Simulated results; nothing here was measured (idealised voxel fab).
This section sets out a process module, namely voxel tone inversion.
Shown is cross-section cut, with a width of 280 nm and square cells of size 5 nm.
In this document a cross-section is written as a grid of square cells. It is given as a series of bands, listed from the top down, and a band is one or more rows of cells.
Within each band entry, the heights of the top and of the bottom of the band appear first, in that order and in nm; the materials of the band then follow from left to right, each with its corresponding width in nm. The designation "edge to edge" on a single material indicates that it fills the band from edge to edge; the designation "blank" indicates empty space.
The reference from which all heights are counted is 0, the level beneath which the as-received wafer is entirely one material; the lowest band, having no lower bound, proceeds downward and is written after the example "0 and below".
Read "30 to 40" as a graded width: first number on top, second number at the bottom, same change between each pair of neighbouring rows.
Step note "nothing changed" = no cross-section cell changed.
Heads up: "Completely enclosed voids" only lists the empty pockets with no open path to the top that are 8 cells or more, and it writes them as width x height at distance, distance from the left edge, in nm.
On each step's line, the part that comes after the settings is the simulator's own comment on the step.
What "overlay nm" on a step's line means: if the step has a mask, that mask lay this far to the right of its planned place, or, when the value is negative, to the left.

LISTED BELOW ARE THE PROCESS STEPS AS PLANNED
1,RECEIVE with material Si
2,CONFORMAL_DEP with material SiCN, thk nm 10
3,DIRECTIONAL_DEP with material aC, thk nm 15
4,PATTERN with tone cover, mask id POSTS, material resist, width nm 20, pitch nm 40, thk nm 25, overlay nm -15
5,DIRECTIONAL_ETCH with etch materials aC, depth nm 15
6,STRIP with etch materials resist
7,FILL_DEP with material SiO2, thk nm 5
8,CMP with height nm 25
9,STRIP with etch materials aC
10,CONFORMAL_DEP with material TiN, thk nm 5
11,FILL_DEP with material Ru, thk nm 10
12,CMP with height nm 25
13,CONFORMAL_DEP with material SiN, thk nm 5
Wafer-to-wafer difference: overlay nm, step 4. Common start. Plan = first wafer's value.

CROSS-SECTION OF THE FIRST OF SEVERAL WAFERS AS RECEIVED (AFTER STEP 1)
	0 and below: Si edge to edge
	Completely enclosed voids: none

WAFER ROWS; END OF MODULE; CELLS PER MATERIAL SINCE RECEIPT: (+) GAINED, (-) LOST; THEN CLOSED VOIDS
overlay nm -15; +16 Ru; +112 SiCN; +56 SiN; +120 SiO2; +32 TiN; Completely enclosed voids: none
overlay nm -10; +16 Ru; +112 SiCN; +56 SiN; +120 SiO2; +32 TiN; Completely enclosed voids: none
overlay nm -5; +16 Ru; +112 SiCN; +56 SiN; +120 SiO2; +32 TiN; Completely enclosed voids: none
overlay nm 0; +16 Ru; +112 SiCN; +56 SiN; +120 SiO2; +32 TiN; Completely enclosed voids: none
overlay nm 5; +16 Ru; +112 SiCN; +56 SiN; +120 SiO2; +32 TiN; Completely enclosed voids: none
overlay nm 10; +16 Ru; +112 SiCN; +56 SiN; +120 SiO2; +32 TiN; Completely enclosed voids: none
overlay nm 15; +16 Ru; +112 SiCN; +56 SiN; +120 SiO2; +32 TiN; Completely enclosed voids: none
